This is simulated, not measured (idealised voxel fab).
Process module, titled voxel spacer lines
Cross-section cut: width 300 nm, square cells of 5 nm.
Cross-section = grid of square cells, listed top down in bands; band = one or more rows. First you get the band's top height and its bottom height, in nm, and then the materials it's made of, left to right, with each width in nm. If you see a single material with "all across", that one covers the band edge to edge. "empty" is empty space. Zero point of the height axis is 0; under it, received wafer = one material. Lowest band: continues down indefinitely, "0..down". The notation "30 to 40" denotes a width that varies across the rows of cells in the band, beginning at the first number in the top row, finishing at the second number in the bottom row, and changing by an identical amount from each row to the next. "remains unaltered" (step): cross-section cells unchanged, all of them. Non-vented voids: empty space of 8 cells or more with no open way to the top, each as width x height at its distance from the left edge, in nm. Anything after a step's settings on that line? It's the simulator's own note about the step. What "overlay nm" on a step's line means: if the step has a mask, that mask lay this far to the right of its planned place, or, when the value is negative, to the left.

-- plan
1: RECEIVE | material Si
2: CONFORMAL_DEP | material Al2O3 | thk nm 10
3: DIRECTIONAL_DEP | material TiN | thk nm 15
4: DIRECTIONAL_DEP | material aC | thk nm 30
5: PATTERN | tone cover | mask id MANDREL | material resist | width nm 20 | pitch nm 60 | thk nm 35 | overlay nm 0
6: DIRECTIONAL_ETCH | etch materials aC | depth nm 30
7: STRIP | etch materials resist
8: CONFORMAL_DEP | material SiO2 | thk nm 10
9: DIRECTIONAL_ETCH | etch materials SiO2 | depth nm 10
10: STRIP | etch materials aC
11: DIRECTIONAL_ETCH | etch materials TiN | depth nm 15
12: STRIP | etch materials SiO2

-- As received (post step 1): cross-section
0..down | Si all across
Non-vented voids: none

-- Run as planned - first of the two wafers cross-sectioned at the end of the module
25..10 | empty (70)  TiN (10)  empty (20)  TiN (10)  empty (20)  TiN (10)  empty (20)  TiN (10)  empty (20)  TiN (10)  empty (20)  TiN (10)  empty (70)
10..0 | Al2O3 all across
0..down | Si all across
Non-vented voids: none

-- Cross-section at end of module for the second wafer of two, which matched the first in starting point and plan and differed by one mistake in its processing
15..0 | empty (70)  TiN (10)  empty (20)  TiN (10)  empty (20)  TiN (10)  empty (20)  TiN (10)  empty (20)  TiN (10)  empty (20)  TiN (10)  empty (70)
0..down | Si all across
Non-vented voids: none
Nonconformance to the process plan: it should be noted that step 2 of the plan was omitted and was not performed
Upon completion, the second wafer contains, in terms of cells, a greater or smaller amount of certain materials than the first wafer: 120 fewer of Al2O3
